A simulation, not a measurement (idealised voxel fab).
process module | voxel transistor to metal
cross-section cut | 145 nm wide | cells 5 nm
A cross-section is a grid of square cells, given in bands from the top down. A band is one or more rows of cells.
Each band's line starts with the height of the band's top and of its bottom, in nm. Then come its materials from left to right, each with its width in nm. One material with "throughout" fills the band from edge to edge. "air" is empty space.
Height 0 is the level under which the wafer as received is all one material. The lowest band goes on downwards, as in "0 down".
A width such as "30 to 40" changes by the same amount from each row of cells to the next, from the band's top row to its bottom row.
"no change" after a step means that no cell of the cross-section changed.
closed voids: empty space of 8 cells or more with no open way to the top, each as width x height at its distance from the left edge, in nm
after a step's settings: what the simulator itself notes on the step
overlay nm, on a step with a mask: how far to the right of its planned place the mask lay; to the left if negative
plan
1 op RECEIVE | material Si
2 op CONFORMAL_DEP | material SiO2 | thk nm 5
3 op CONFORMAL_DEP | material SiN | thk nm 15
4 op DIRECTIONAL_DEP | material aC | thk nm 15
5 op PATTERN | tone cover | mask id ACTIVE | material resist | width nm 95 | thk nm 30 | overlay nm 0
6 op DIRECTIONAL_ETCH | etch materials aC | depth nm 15
7 op STRIP | etch materials resist
8 op DIRECTIONAL_ETCH | etch materials SiN | depth nm 15
9 op DIRECTIONAL_ETCH | etch materials SiO2 | depth nm 5
10 op DIRECTIONAL_ETCH | etch materials Si | depth nm 35
11 op STRIP | etch materials aC
12 op OXIDIZE | depth nm 5
13 op FILL_DEP | material SiO2 | thk nm 10
14 op CMP | height nm 20
15 op SELECTIVE_ETCH | etch materials SiO2 | depth nm 10
16 op STRIP | etch materials SiN
17 op SELECTIVE_ETCH | etch materials SiO2 | depth nm 5
18 op OXIDIZE | depth nm 5
19 op DIRECTIONAL_DEP | material polySi | thk nm 30
20 op DIRECTIONAL_DEP | material SiCN | thk nm 10
21 op DIRECTIONAL_DEP | material aC | thk nm 15
22 op PATTERN | tone cover | mask id GATE | material resist | width nm 25 | thk nm 35 | overlay nm 0
23 op DIRECTIONAL_ETCH | etch materials aC | depth nm 15
24 op STRIP | etch materials resist
25 op DIRECTIONAL_ETCH | etch materials SiCN | depth nm 20
26 op DIRECTIONAL_ETCH | etch materials polySi | depth nm 40
27 op STRIP | etch materials aC
28 op CONFORMAL_DEP | material SiN | thk nm 5
29 op DIRECTIONAL_ETCH | etch materials SiN | depth nm 5
30 op DIRECTIONAL_ETCH | etch materials SiO2 | depth nm 5
31 op DIRECTIONAL_ETCH | etch materials Si | depth nm 15
32 op EPI | material SiGe | thk nm 20
33 op FILL_DEP | material SiO2 | thk nm 5
34 op CMP | height nm 30
35 op STRIP | etch materials polySi
36 op SELECTIVE_ETCH | etch materials SiO2 | depth nm 5
37 op CONFORMAL_DEP | material HfO2 | thk nm 5
38 op CONFORMAL_DEP | material TiN | thk nm 5
39 op FILL_DEP | material W | thk nm 10
40 op CMP | height nm 25
41 op DIRECTIONAL_DEP | material SiO2 | thk nm 10
42 op MASKED_ETCH | tone open | mask id CONTACT | width nm 15 | pitch nm 70 | etch materials SiO2 | depth nm 35 | overlay nm 0
43 op CONFORMAL_DEP | material TiN | thk nm 5
44 op FILL_DEP | material Ru | thk nm 10
45 op CMP | height nm 35
46 op CONFORMAL_DEP | material SiCN | thk nm 5
47 op DIRECTIONAL_DEP | material SiO2 | thk nm 20
48 op MASKED_ETCH | tone open | mask id METAL_1 | width nm 15 | pitch nm 70 | etch materials SiO2 | depth nm 20 | overlay nm 0
49 op MASKED_ETCH | tone open | mask id METAL_1 | width nm 15 | pitch nm 70 | etch materials SiCN | depth nm 5 | overlay nm 0
50 op CONFORMAL_DEP | material TiN | thk nm 5
51 op FILL_DEP | material W | thk nm 5
52 op CMP | height nm 60
53 op EPI | material Ru | thk nm 5
54 op FILL_DEP | material SiCN | thk nm 5
as received, after step 1
  0 down: Si throughout
  closed voids: none
a wafer at the end: this start, this plan, one mistake
  70 to 65: SiCN throughout
  65 to 60: SiCN 30 | Ru 15 | SiCN 55 | Ru 15 | SiCN 30
  60 to 40: SiO2 30 | SiN 5 | W 5 | SiN 5 | SiO2 55 | SiN 5 | W 5 | SiN 5 | SiO2 30
  40 to 35: SiCN 30 | SiN 15 | SiCN 55 | SiN 15 | SiCN 30
  35 to 25: SiO2 30 | TiN 5 | Ru 5 | TiN 5 | SiO2 55 | TiN 5 | Ru 5 | TiN 5 | SiO2 30
  25 to 20: SiO2 30 | TiN 5 | Ru 5 | TiN 5 | SiO2 10 | SiN 5 | HfO2 5 | TiN 5 | W 5 | TiN 5 | HfO2 5 | SiN 5 | SiO2 10 | TiN 5 | Ru 5 | TiN 5 | SiO2 30
  20 to 15: SiO2 30 | TiN 15 | SiO2 10 | SiN 5 | HfO2 5 | TiN 5 | W 5 | TiN 5 | HfO2 5 | SiN 5 | SiO2 10 | TiN 15 | SiO2 30
  15 to 5: SiO2 30 | TiN 5 | SiGe 20 | SiN 5 | HfO2 5 | TiN 5 | W 5 | TiN 5 | HfO2 5 | SiN 5 | SiGe 20 | TiN 5 | SiO2 30
  5 to 0: SiO2 20 | SiN 5 | SiO2 5 | TiN 5 | SiGe 20 | SiN 5 | HfO2 5 | TiN 15 | HfO2 5 | SiN 5 | SiGe 20 | TiN 5 | SiO2 5 | SiN 5 | SiO2 20
  0 to -5: SiO2 25 | SiGe 30 | HfO2 35 | SiGe 30 | SiO2 25
  -5 to -20: SiO2 30 | SiGe 25 | Si 35 | SiGe 25 | SiO2 30
  -20 to -40: SiO2 30 | Si 85 | SiO2 30
  -40 down: Si throughout
  closed voids: none
what went wrong: step 50 ran as: op CONFORMAL_DEP | material SiN | thk nm 5
